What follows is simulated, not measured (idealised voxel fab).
Module name: voxel wiring stack (process module)
Square cells of 5 nm make up the cross-section cut, whose width is 170 nm.
If you're reading a cross-section in this doc, picture square cells in a grid; it comes to you as bands, top ones listed first down to the bottom, and a band can be one or more rows of cells.
Heads up on the band format: heights come first, top then bottom, in nm. After that it's the materials left to right, each with its width in nm. A single material flagged "edge to edge" fills the whole band edge to edge, and "empty" means there's empty space there.
A quick word on heights: they are counted from 0, and under that level the wafer as it came to us is one material throughout. The lowest band is different from the rest in having no bottom; it simply continues downward, written as in "z 0 and below".
The two numbers in a width such as "30->40" mark its ends across the band: the first belongs to the top row of cells, the second to the bottom row, and from each row to the next the width moves by the same amount.
What does "everything unchanged" mean for a step? It means no cell of the cross-section changed in that step.
Empty spaces counting at least 8 cells and having no open way to the top are listed in "Sealed void inventory". The notation width x height at distance is used for each, the distance being from the left edge and all three values in nm.
Heads up: the bit after the settings on a step's line is the simulator's remark on that step.
overlay nm: for a step with a mask, the amount by which the mask lay right of where it was planned; a negative amount means left of it.
**The planned process steps are enumerated hereunder**
| 1 | RECEIVE with material Si |
| 2 | CONFORMAL_DEP with material SiO2, thk nm 15 |
| 3 | DIRECTIONAL_DEP with material TiN, thk nm 5 |
| 4 | DIRECTIONAL_DEP with material Ru, thk nm 15 |
| 5 | PATTERN with tone cover, mask id METAL_1, material resist, width nm 25, pitch nm 40, thk nm 15, overlay nm 0 |
| 6 | DIRECTIONAL_ETCH with etch materials Ru, depth nm 15 |
| 7 | DIRECTIONAL_ETCH with etch materials TiN, depth nm 5 |
| 8 | STRIP with etch materials resist |
| 9 | CONFORMAL_DEP with material SiCN, thk nm 5 |
| 10 | FILL_DEP with material lowk, thk nm 10 |
| 11 | CMP with height nm 35 |
| 12 | CONFORMAL_DEP with material SiCN, thk nm 5 |
| 13 | DIRECTIONAL_DEP with material lowk, thk nm 10 |
| 14 | PATTERN with tone open, mask id PLUG_1, material resist, width nm 15, thk nm 20, overlay nm 0 |
| 15 | DIRECTIONAL_ETCH with etch materials lowk, depth nm 10 |
| 16 | DIRECTIONAL_ETCH with etch materials SiCN, depth nm 5 |
| 17 | STRIP with etch materials resist |
| 18 | CONFORMAL_DEP with material TiN, thk nm 5 |
| 19 | FILL_DEP with material W, thk nm 10 |
| 20 | CMP with height nm 50 |
| 21 | DIRECTIONAL_DEP with material TiN, thk nm 5 |
| 22 | DIRECTIONAL_DEP with material Ru, thk nm 25 |
| 23 | DIRECTIONAL_DEP with material aC, thk nm 15 |
| 24 | PATTERN with tone cover, mask id METAL_2, material resist, width nm 25, pitch nm 40, thk nm 30, overlay nm 0 |
| 25 | DIRECTIONAL_ETCH with etch materials aC, depth nm 15 |
| 26 | STRIP with etch materials resist |
| 27 | DIRECTIONAL_ETCH with etch materials Ru, depth nm 25 |
| 28 | DIRECTIONAL_ETCH with etch materials TiN, depth nm 5 |
| 29 | STRIP with etch materials aC |
| 30 | FILL_DEP with material lowk, thk nm 5 |
| 31 | CMP with height nm 80 |
| 32 | CONFORMAL_DEP with material SiCN, thk nm 5 |
| 33 | DIRECTIONAL_DEP with material SiO2, thk nm 25 |
| 34 | PATTERN with tone open, mask id METAL_3_HOLES, material resist, width nm 15, thk nm 15, overlay nm 0 |
| 35 | DIRECTIONAL_ETCH with etch materials SiO2, depth nm 25 |
| 36 | STRIP with etch materials resist |
| 37 | PATTERN with tone open, mask id METAL_3, material resist, width nm 25, pitch nm 40, thk nm 15, overlay nm 0 |
| 38 | DIRECTIONAL_ETCH with etch materials SiO2, depth nm 15 |
| 39 | DIRECTIONAL_ETCH with etch materials SiCN, depth nm 5 |
| 40 | STRIP with etch materials resist |
| 41 | CONFORMAL_DEP with material TiN, thk nm 5 |
| 42 | FILL_DEP with material Cu, thk nm 10 |
| 43 | CMP with height nm 110 |
| 44 | CONFORMAL_DEP with material SiN, thk nm 5 |
**What follows covers the first of two wafers; it ran as planned**
**Delivered wafer in cross-section: state after step 1**
    z 0 and below = Si edge to edge
    Sealed void inventory: none
**After step 2: wafer cross-section**
    z 15 to 0 = SiO2 edge to edge
    Below a height of 0, the structure has not been altered.
**After step 3: wafer cross-section**
    z 20 to 15 = TiN edge to edge
    Below a height of 15, the structure has not been altered.
**After step 4: wafer cross-section**
    z 35 to 20 = Ru edge to edge
    Below a height of 20, the structure has not been altered.
**After step 5: wafer cross-section**
    z 50 to 35 = 50 of empty, 25 of resist, 15 of empty, 25 of resist, 55 of empty
    Below a height of 35, the structure has not been altered.
**After step 6: wafer cross-section**
    z 50 to 35 = 50 of empty, 25 of resist, 15 of empty, 25 of resist, 55 of empty
    z 35 to 20 = 50 of empty, 25 of Ru, 15 of empty, 25 of Ru, 55 of empty
    Below a height of 20, the structure has not been altered.
**After step 7: wafer cross-section**
    z 50 to 35 = 50 of empty, 25 of resist, 15 of empty, 25 of resist, 55 of empty
    z 35 to 20 = 50 of empty, 25 of Ru, 15 of empty, 25 of Ru, 55 of empty
    z 20 to 15 = 50 of empty, 25 of TiN, 15 of empty, 25 of TiN, 55 of empty
    Below a height of 15, the structure has not been altered.
**After step 8: wafer cross-section**
    z 35 to 20 = 50 of empty, 25 of Ru, 15 of empty, 25 of Ru, 55 of empty
    Below a height of 20, the structure has not been altered.
**After step 9: wafer cross-section**
    z 40 to 35 = 45 of empty, 35 of SiCN, 5 of empty, 35 of SiCN, 50 of empty
    z 35 to 20 = 45 of empty, 5 of SiCN, 25 of Ru, 5 of SiCN, 5 of empty, 5 of SiCN, 25 of Ru, 5 of SiCN, 50 of empty
    z 20 to 15 = 50 of SiCN, 25 of TiN, 15 of SiCN, 25 of TiN, 55 of SiCN
    Below a height of 15, the structure has not been altered.
**After step 10: wafer cross-section**
    z 50 to 40 = lowk edge to edge
    z 40 to 35 = 45 of lowk, 35 of SiCN, 5 of lowk, 35 of SiCN, 50 of lowk
    z 35 to 20 = 45 of lowk, 5 of SiCN, 25 of Ru, 5 of SiCN, 5 of lowk, 5 of SiCN, 25 of Ru, 5 of SiCN, 50 of lowk
    Below a height of 20, the structure has not been altered.
**After step 11: wafer cross-section**
    z 35 to 20 = 45 of lowk, 5 of SiCN, 25 of Ru, 5 of SiCN, 5 of lowk, 5 of SiCN, 25 of Ru, 5 of SiCN, 50 of lowk
    Below a height of 20, the structure has not been altered.
**After step 12: wafer cross-section**
    z 40 to 35 = SiCN edge to edge
    Below a height of 35, the structure has not been altered.
**After step 13: wafer cross-section**
    z 50 to 40 = lowk edge to edge
    Below a height of 40, the structure has not been altered.
**After step 14: wafer cross-section**
    z 70 to 50 = 50 of resist, 15 of empty, 105 of resist
    Below a height of 50, the structure has not been altered.
**After step 15: wafer cross-section**
    z 70 to 50 = 50 of resist, 15 of empty, 105 of resist
    z 50 to 40 = 50 of lowk, 15 of empty, 105 of lowk
    Below a height of 40, the structure has not been altered.
**After step 16: wafer cross-section**
    z 70 to 50 = 50 of resist, 15 of empty, 105 of resist
    z 50 to 40 = 50 of lowk, 15 of empty, 105 of lowk
    z 40 to 35 = 50 of SiCN, 15 of empty, 105 of SiCN
    Below a height of 35, the structure has not been altered.
**After step 17: wafer cross-section**
    z 50 to 40 = 50 of lowk, 15 of empty, 105 of lowk
    Below a height of 40, the structure has not been altered.
**After step 18: wafer cross-section**
    z 55 to 50 = 55 of TiN, 5 of empty, 110 of TiN
    z 50 to 40 = 50 of lowk, 5 of TiN, 5 of empty, 5 of TiN, 105 of lowk
    z 40 to 35 = 50 of SiCN, 15 of TiN, 105 of SiCN
    Below a height of 35, the structure has not been altered.
**After step 19: wafer cross-section**
    z 65 to 55 = W edge to edge
    z 55 to 50 = 55 of TiN, 5 of W, 110 of TiN
    z 50 to 40 = 50 of lowk, 5 of TiN, 5 of W, 5 of TiN, 105 of lowk
    Below a height of 40, the structure has not been altered.
**After step 20: wafer cross-section**
    z 50 to 40 = 50 of lowk, 5 of TiN, 5 of W, 5 of TiN, 105 of lowk
    Below a height of 40, the structure has not been altered.
**After step 21: wafer cross-section**
    z 55 to 50 = TiN edge to edge
    Below a height of 50, the structure has not been altered.
**After step 22: wafer cross-section**
    z 80 to 55 = Ru edge to edge
    Below a height of 55, the structure has not been altered.
**After step 23: wafer cross-section**
    z 95 to 80 = aC edge to edge
    Below a height of 80, the structure has not been altered.
**After step 24: wafer cross-section**
    z 125 to 95 = 50 of empty, 25 of resist, 15 of empty, 25 of resist, 55 of empty
    Below a height of 95, the structure has not been altered.
**After step 25: wafer cross-section**
    z 110 to 95 = 50 of empty, 25 of resist, 15 of empty, 25 of resist, 55 of empty
    z 95 to 80 = 50 of empty, 25 of aC, 15 of empty, 25 of aC, 55 of empty
    Below a height of 80, the structure has not been altered.
**After step 26: wafer cross-section**
    z 95 to 80 = 50 of empty, 25 of aC, 15 of empty, 25 of aC, 55 of empty
    Below a height of 80, the structure has not been altered.
**After step 27: wafer cross-section**
    z 95 to 80 = 50 of empty, 25 of aC, 15 of empty, 25 of aC, 55 of empty
    z 80 to 55 = 50 of empty, 25 of Ru, 15 of empty, 25 of Ru, 55 of empty
    Below a height of 55, the structure has not been altered.
**After step 28: wafer cross-section**
    z 95 to 80 = 50 of empty, 25 of aC, 15 of empty, 25 of aC, 55 of empty
    z 80 to 55 = 50 of empty, 25 of Ru, 15 of empty, 25 of Ru, 55 of empty
    z 55 to 50 = 50 of empty, 25 of TiN, 15 of empty, 25 of TiN, 55 of empty
    Below a height of 50, the structure has not been altered.
**After step 29: wafer cross-section**
    z 80 to 55 = 50 of empty, 25 of Ru, 15 of empty, 25 of Ru, 55 of empty
    Below a height of 55, the structure has not been altered.
**After step 30: wafer cross-section**
    z 85 to 80 = lowk edge to edge
    z 80 to 55 = 50 of lowk, 25 of Ru, 15 of lowk, 25 of Ru, 55 of lowk
    z 55 to 50 = 50 of lowk, 25 of TiN, 15 of lowk, 25 of TiN, 55 of lowk
    Below a height of 50, the structure has not been altered.
**After step 31: wafer cross-section**
    z 80 to 55 = 50 of lowk, 25 of Ru, 15 of lowk, 25 of Ru, 55 of lowk
    Below a height of 55, the structure has not been altered.
**After step 32: wafer cross-section**
    z 85 to 80 = SiCN edge to edge
    Below a height of 80, the structure has not been altered.
**After step 33: wafer cross-section**
    z 110 to 85 = SiO2 edge to edge
    Below a height of 85, the structure has not been altered.
**After step 34: wafer cross-section**
    z 125 to 110 = 50 of resist, 15 of empty, 105 of resist
    Below a height of 110, the structure has not been altered.
**After step 35: wafer cross-section**
    z 125 to 110 = 50 of resist, 15 of empty, 105 of resist
    z 110 to 85 = 50 of SiO2, 15 of empty, 105 of SiO2
    Below a height of 85, the structure has not been altered.
**After step 36: wafer cross-section**
    z 110 to 85 = 50 of SiO2, 15 of empty, 105 of SiO2
    Below a height of 85, the structure has not been altered.
**After step 37: wafer cross-section**
    z 125 to 110 = 50 of resist, 25 of empty, 15 of resist, 25 of empty, 55 of resist
    Below a height of 110, the structure has not been altered.
**After step 38: wafer cross-section**
    z 125 to 110 = 50 of resist, 25 of empty, 15 of resist, 25 of empty, 55 of resist
    z 110 to 95 = 50 of SiO2, 25 of empty, 15 of SiO2, 25 of empty, 55 of SiO2
    Below a height of 95, the structure has not been altered.
**After step 39: wafer cross-section**
    z 125 to 110 = 50 of resist, 25 of empty, 15 of resist, 25 of empty, 55 of resist
    z 110 to 95 = 50 of SiO2, 25 of empty, 15 of SiO2, 25 of empty, 55 of SiO2
    z 95 to 85 = 50 of SiO2, 15 of empty, 105 of SiO2
    z 85 to 80 = 50 of SiCN, 15 of empty, 105 of SiCN
    Below a height of 80, the structure has not been altered.
**After step 40: wafer cross-section**
    z 110 to 95 = 50 of SiO2, 25 of empty, 15 of SiO2, 25 of empty, 55 of SiO2
    Below a height of 95, the structure has not been altered.
**After step 41: wafer cross-section**
    z 115 to 110 = 55 of TiN, 15 of empty, 25 of TiN, 15 of empty, 60 of TiN
    z 110 to 100 = 50 of SiO2, 5 of TiN, 15 of empty, 5 of TiN, 15 of SiO2, 5 of TiN, 15 of empty, 5 of TiN, 55 of SiO2
    z 100 to 95 = 50 of SiO2, 5 of TiN, 5 of empty, 15 of TiN, 15 of SiO2, 25 of TiN, 55 of SiO2
    z 95 to 85 = 50 of SiO2, 5 of TiN, 5 of empty, 5 of TiN, 105 of SiO2
    z 85 to 80 = 50 of SiCN, 15 of TiN, 105 of SiCN
    Below a height of 80, the structure has not been altered.
**After step 42: wafer cross-section**
    z 125 to 115 = Cu edge to edge
    z 115 to 110 = 55 of TiN, 15 of Cu, 25 of TiN, 15 of Cu, 60 of TiN
    z 110 to 100 = 50 of SiO2, 5 of TiN, 15 of Cu, 5 of TiN, 15 of SiO2, 5 of TiN, 15 of Cu, 5 of TiN, 55 of SiO2
    z 100 to 95 = 50 of SiO2, 5 of TiN, 5 of Cu, 15 of TiN, 15 of SiO2, 25 of TiN, 55 of SiO2
    z 95 to 85 = 50 of SiO2, 5 of TiN, 5 of Cu, 5 of TiN, 105 of SiO2
    Below a height of 85, the structure has not been altered.
**After step 43: wafer cross-section**
    z 110 to 100 = 50 of SiO2, 5 of TiN, 15 of Cu, 5 of TiN, 15 of SiO2, 5 of TiN, 15 of Cu, 5 of TiN, 55 of SiO2
    Below a height of 100, the structure has not been altered.
**After step 44: wafer cross-section**
    z 115 to 110 = SiN edge to edge
    Below a height of 110, the structure has not been altered.
**Okay, second wafer. Nothing different at the start, nothing different in the plan, just one mistake somewhere in the running. As far as step 32, counting that step, it's the first wafer all over again**
**Second wafer: cross-section at the scheduled end of step 33**
    z 135 to 85 = SiO2 edge to edge
    Below a height of 85, the structure has not been altered.
**Second wafer: cross-section at the scheduled end of step 34**
    z 150 to 135 = 50 of resist, 15 of empty, 105 of resist
    Below a height of 135, the structure has not been altered.
**Second wafer: cross-section at the scheduled end of step 35**
    z 150 to 135 = 50 of resist, 15 of empty, 105 of resist
    z 135 to 110 = 50 of SiO2, 15 of empty, 105 of SiO2
    Below a height of 110, the structure has not been altered.
**Second wafer: cross-section at the scheduled end of step 36**
    z 135 to 110 = 50 of SiO2, 15 of empty, 105 of SiO2
    Below a height of 110, the structure has not been altered.
**Second wafer: cross-section at the scheduled end of step 37**
    z 150 to 135 = 50 of resist, 25 of empty, 15 of resist, 25 of empty, 55 of resist
    Below a height of 135, the structure has not been altered.
**Second wafer: cross-section at the scheduled end of step 38**
    z 150 to 135 = 50 of resist, 25 of empty, 15 of resist, 25 of empty, 55 of resist
    z 135 to 120 = 50 of SiO2, 25 of empty, 15 of SiO2, 25 of empty, 55 of SiO2
    z 120 to 95 = 50 of SiO2, 15 of empty, 105 of SiO2
    Below a height of 95, the structure has not been altered.
Second wafer: cross-section at the scheduled end of step 39: everything unchanged
**Second wafer: cross-section at the scheduled end of step 40**
    z 135 to 120 = 50 of SiO2, 25 of empty, 15 of SiO2, 25 of empty, 55 of SiO2
    Below a height of 120, the structure has not been altered.
**Second wafer: cross-section at the scheduled end of step 41**
    z 140 to 135 = 55 of TiN, 15 of empty, 25 of TiN, 15 of empty, 60 of TiN
    z 135 to 125 = 50 of SiO2, 5 of TiN, 15 of empty, 5 of TiN, 15 of SiO2, 5 of TiN, 15 of empty, 5 of TiN, 55 of SiO2
    z 125 to 120 = 50 of SiO2, 5 of TiN, 5 of empty, 15 of TiN, 15 of SiO2, 25 of TiN, 55 of SiO2
    z 120 to 100 = 50 of SiO2, 5 of TiN, 5 of empty, 5 of TiN, 105 of SiO2
    z 100 to 95 = 50 of SiO2, 15 of TiN, 105 of SiO2
    Below a height of 95, the structure has not been altered.
**Second wafer: cross-section at the scheduled end of step 42**
    z 150 to 140 = Cu edge to edge
    z 140 to 135 = 55 of TiN, 15 of Cu, 25 of TiN, 15 of Cu, 60 of TiN
    z 135 to 125 = 50 of SiO2, 5 of TiN, 15 of Cu, 5 of TiN, 15 of SiO2, 5 of TiN, 15 of Cu, 5 of TiN, 55 of SiO2
    z 125 to 120 = 50 of SiO2, 5 of TiN, 5 of Cu, 15 of TiN, 15 of SiO2, 25 of TiN, 55 of SiO2
    z 120 to 100 = 50 of SiO2, 5 of TiN, 5 of Cu, 5 of TiN, 105 of SiO2
    Below a height of 100, the structure has not been altered.
**Second wafer: cross-section at the scheduled end of step 43**
    z 110 to 100 = 50 of SiO2, 5 of TiN, 5 of Cu, 5 of TiN, 105 of SiO2
    Below a height of 100, the structure has not been altered.
**Second wafer: cross-section at the scheduled end of step 44**
    z 115 to 110 = SiN edge to edge
    Below a height of 110, the structure has not been altered.
What went wrong in running the wafer? step 33 of the plan was executed twice over
End of process, cell counts, second wafer against first, materials with more or fewer: Cu: 13 fewer; SiCN: 3 more; SiO2: 27 more; TiN: 17 fewer
